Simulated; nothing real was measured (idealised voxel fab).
process module | voxel quadruple lines
cross-section cut | 185 nm wide | cells 5 nm
A cross-section is a grid of square cells, given in bands from the top down. A band is one or more rows of cells.
Each band's line starts with the height of the band's top and of its bottom, in nm. Then come its materials from left to right, each with its width in nm. One material with "throughout" fills the band from edge to edge. "air" is empty space.
Height 0 is the level under which the wafer as received is all one material. The lowest band goes on downwards, as in "0 down".
A width such as "30 to 40" changes by the same amount from each row of cells to the next, from the band's top row to its bottom row.
"no change" after a step means that no cell of the cross-section changed.
closed voids: empty space of 8 cells or more with no open way to the top, each as width x height at its distance from the left edge, in nm
after a step's settings: what the simulator itself notes on the step
overlay nm, on a step with a mask: how far to the right of its planned place the mask lay; to the left if negative
plan
1 op RECEIVE | material Si
2 op CONFORMAL_DEP | material Al2O3 | thk nm 10
3 op DIRECTIONAL_DEP | material Ru | thk nm 10
4 op DIRECTIONAL_DEP | material polySi | thk nm 20
5 op DIRECTIONAL_DEP | material aC | thk nm 20
6 op PATTERN | tone cover | mask id MANDREL | material resist | width nm 25 | pitch nm 80 | thk nm 30 | overlay nm 0
7 op DIRECTIONAL_ETCH | etch materials aC | depth nm 20
8 op STRIP | etch materials resist
9 op CONFORMAL_DEP | material SiO2 | thk nm 15
10 op DIRECTIONAL_ETCH | etch materials SiO2 | depth nm 15
11 op STRIP | etch materials aC
12 op DIRECTIONAL_ETCH | etch materials polySi | depth nm 20
13 op STRIP | etch materials SiO2
14 op CONFORMAL_DEP | material SiN | thk nm 5
15 op DIRECTIONAL_ETCH | etch materials SiN | depth nm 5
16 op STRIP | etch materials polySi
17 op DIRECTIONAL_ETCH | etch materials Ru | depth nm 10
18 op STRIP | etch materials SiN
as received, after step 1
  0 down: Si throughout
  closed voids: none
first wafer at the end, as planned
  20 to 10: air 20 | Ru 5 | air 15 | Ru 5 | air 15 | Ru 5 | air 15 | Ru 5 | air 15 | Ru 5 | air 15 | Ru 5 | air 15 | Ru 5 | air 15 | Ru 5 | air 20
  10 to 0: Al2O3 throughout
  0 down: Si throughout
  closed voids: none
second wafer at the end: like start, like plan, one mistake
  20 to 10: air 25 | Ru 5 | air 15 | Ru 5 | air 10 | Ru 5 | air 15 | Ru 5 | air 20 | Ru 5 | air 15 | Ru 5 | air 10 | Ru 5 | air 15 | Ru 5 | air 20
  10 to 0: Al2O3 throughout
  0 down: Si throughout
  closed voids: none
what went wrong: step 6 ran as: op PATTERN | tone cover | mask id MANDREL | material resist | width nm 20 | pitch nm 80 | thk nm 30 | overlay nm 0
at the end the second wafer has, in cells: as many of each material as the first, in other places
